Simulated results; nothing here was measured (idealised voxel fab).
Process module in this document: voxel trench capacitor
In the cross-section labelled cut, the width is 290 nm and each square cell is 5 nm.
Cross-section layout: square cells on a grid; listed as bands, top to bottom; a band spans one or more cell rows.
Band: top and bottom heights (nm) first, top before bottom; then materials from left to right, widths in nm. "all across" marks a sole material filling the band edge to edge. "empty" denotes empty space.
Height reference: 0 = level under which incoming wafer is all one material. Lowest band: no bottom, runs on downward, e.g. "0 -> down".
A width such as "30->40" changes by the same amount from each row of cells to the next, from the band's top row to its bottom row.
What does "stayed the same" mean for a step? It means no cell of the cross-section changed in that step.
Voids not open to the top, 8 cells minimum: see "Fully sealed voids". Written width x height at distance; distance is from the left edge; nm.
Whatever follows a step's settings on its line is a remark the simulator itself makes about that step.
"overlay nm" on a masked step: distance the mask lay right of its planned place, negative for left.

Process steps (planned):
1) RECEIVE (material Si)
2) CONFORMAL_DEP (material SiN; thk nm 5)
3) DIRECTIONAL_DEP (material aC; thk nm 15)
4) PATTERN (tone open; mask id TRENCH; material resist; width nm 20; pitch nm 35; thk nm 30; overlay nm 0)
5) DIRECTIONAL_ETCH (etch materials aC; depth nm 15)
6) STRIP (etch materials resist)
7) DIRECTIONAL_ETCH (etch materials SiN; depth nm 5)
8) DIRECTIONAL_ETCH (etch materials Si; depth nm 30)
9) STRIP (etch materials aC)
10) CONFORMAL_DEP (material Al2O3; thk nm 5)
11) FILL_DEP (material polySi; thk nm 10)
12) CMP (height nm 5)

As received (post step 1): cross-section:
  0 -> down = Si all across
  Fully sealed voids: none

Run as planned - first of the two wafers cross-sectioned at the end of the module:
  5 -> 0 = 115 of SiN / 5 of Al2O3 / 10 of polySi / 5 of Al2O3 / 15 of SiN / 5 of Al2O3 / 10 of polySi / 5 of Al2O3 / 120 of SiN
  0 -> -25 = 115 of Si / 5 of Al2O3 / 10 of polySi / 5 of Al2O3 / 15 of Si / 5 of Al2O3 / 10 of polySi / 5 of Al2O3 / 120 of Si
  -25 -> -30 = 115 of Si / 20 of Al2O3 / 15 of Si / 20 of Al2O3 / 120 of Si
  -30 -> down = Si all across
  Fully sealed voids: none

Second wafer cross-section at end of module - shared start and plan with the first, one mistake in the run:
  20 -> 10 = polySi all across
  10 -> 5 = 120 of Al2O3 / 10 of polySi / 25 of Al2O3 / 10 of polySi / 125 of Al2O3
  5 -> 0 = 115 of SiN / 5 of Al2O3 / 10 of polySi / 5 of Al2O3 / 15 of SiN / 5 of Al2O3 / 10 of polySi / 5 of Al2O3 / 120 of SiN
  0 -> -25 = 115 of Si / 5 of Al2O3 / 10 of polySi / 5 of Al2O3 / 15 of Si / 5 of Al2O3 / 10 of polySi / 5 of Al2O3 / 120 of Si
  -25 -> -30 = 115 of Si / 20 of Al2O3 / 15 of Si / 20 of Al2O3 / 120 of Si
  -30 -> down = Si all across
  Fully sealed voids: none
What was the processing mistake? no execution of plan step 12; skipped
At the finish, the second wafer shows more or fewer cells for some materials than the first does: 54 more of Al2O3; 120 more of polySi
